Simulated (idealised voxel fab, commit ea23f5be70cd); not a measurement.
A process module follows: voxel tone inversion.
Cross-sectional view cut (width: 255 nm; square cell size: 5 nm).
A cross-section is written here as square cells arranged in a grid, and it is given in bands from the top down, each band taking up one or more rows of cells.
For a band, the entry starts with two heights in nm, that of the top and then that of the bottom, and carries on with the band's materials in order from left to right, each alongside its width in nm; the word "full width" beside a single material means it fills the band edge to edge, and "air" means empty space.
All heights in this document are referenced to 0, defined as the level beneath which the wafer, as received, consists entirely of one material. The lowest band is not bounded below; it extends indefinitely downward and is written in the form "0 and below".
Graded width ("30..40"): value in top row of band = first number; value in bottom row = second number; row-to-row change constant.
Where the words "all unchanged" appear for a step, the cross-section shows no cell changed by that step; every cell remained as before.
For the entry "Closed internal cavities", the listed items are empty spaces with no open way to the top whose size is 8 cells or more; each item follows the pattern width x height at distance, where distance is from the left edge and all three are in nm.
Text after the settings on a step's line: the simulator's own remark on that step.
A step line may carry the setting "overlay nm", which, for steps involving a mask, states the distance by which the mask lay to the right of its intended position; negative values denote displacement to the left.

These are the steps we planned for the process
1) RECEIVE, material Si
2) CONFORMAL_DEP, material SiN, thk nm 5
3) DIRECTIONAL_DEP, material aC, thk nm 20
4) PATTERN, tone cover, mask id POSTS, material resist, width nm 25, pitch nm 55, thk nm 25, overlay nm 0
5) DIRECTIONAL_ETCH, etch materials aC, depth nm 20
6) STRIP, etch materials resist
7) FILL_DEP, material SiO2, thk nm 10
8) CMP, height nm 25
9) STRIP, etch materials aC
10) CONFORMAL_DEP, material TiN, thk nm 5
11) FILL_DEP, material Cu, thk nm 10
12) CMP, height nm 25
13) CONFORMAL_DEP, material SiN, thk nm 5

Incoming wafer in cross-section (state: after step 1)
    0 and below: Si full width
    Closed internal cavities: none

Cross-sectional image of the first of two wafers at the end of the module, the run having proceeded as planned
    30 down to 25: SiN full width
    25 down to 10: SiO2 30, TiN 5, Cu 15, TiN 5, SiO2 30, TiN 5, Cu 15, TiN 5, SiO2 30, TiN 5, Cu 15, TiN 5, SiO2 30, TiN 5, Cu 15, TiN 5, SiO2 35
    10 down to 5: SiO2 30, TiN 25, SiO2 30, TiN 25, SiO2 30, TiN 25, SiO2 30, TiN 25, SiO2 35
    5 down to 0: SiN full width
    0 and below: Si full width
    Closed internal cavities: none

So this is wafer number two of the two, cut at the end of the module - it started where the first did and had the same plan, we just got one thing wrong running it
    30 down to 25: SiN full width
    25 down to 10: SiO2 35, Cu 15, SiO2 40, Cu 15, SiO2 40, Cu 15, SiO2 40, Cu 15, SiO2 40
    10 down to 5: SiO2 full width
    5 down to 0: SiN full width
    0 and below: Si full width
    Closed internal cavities: none
It is concluded that the wafer was processed incorrectly with respect to the plan, in that the process deviated at step 10: the operation and settings actually run there were CONFORMAL_DEP, material SiO2, thk nm 5
Counted in cells at the end, the second wafer holds more or fewer of these materials than the first: 44 more of SiO2, 44 fewer of TiN
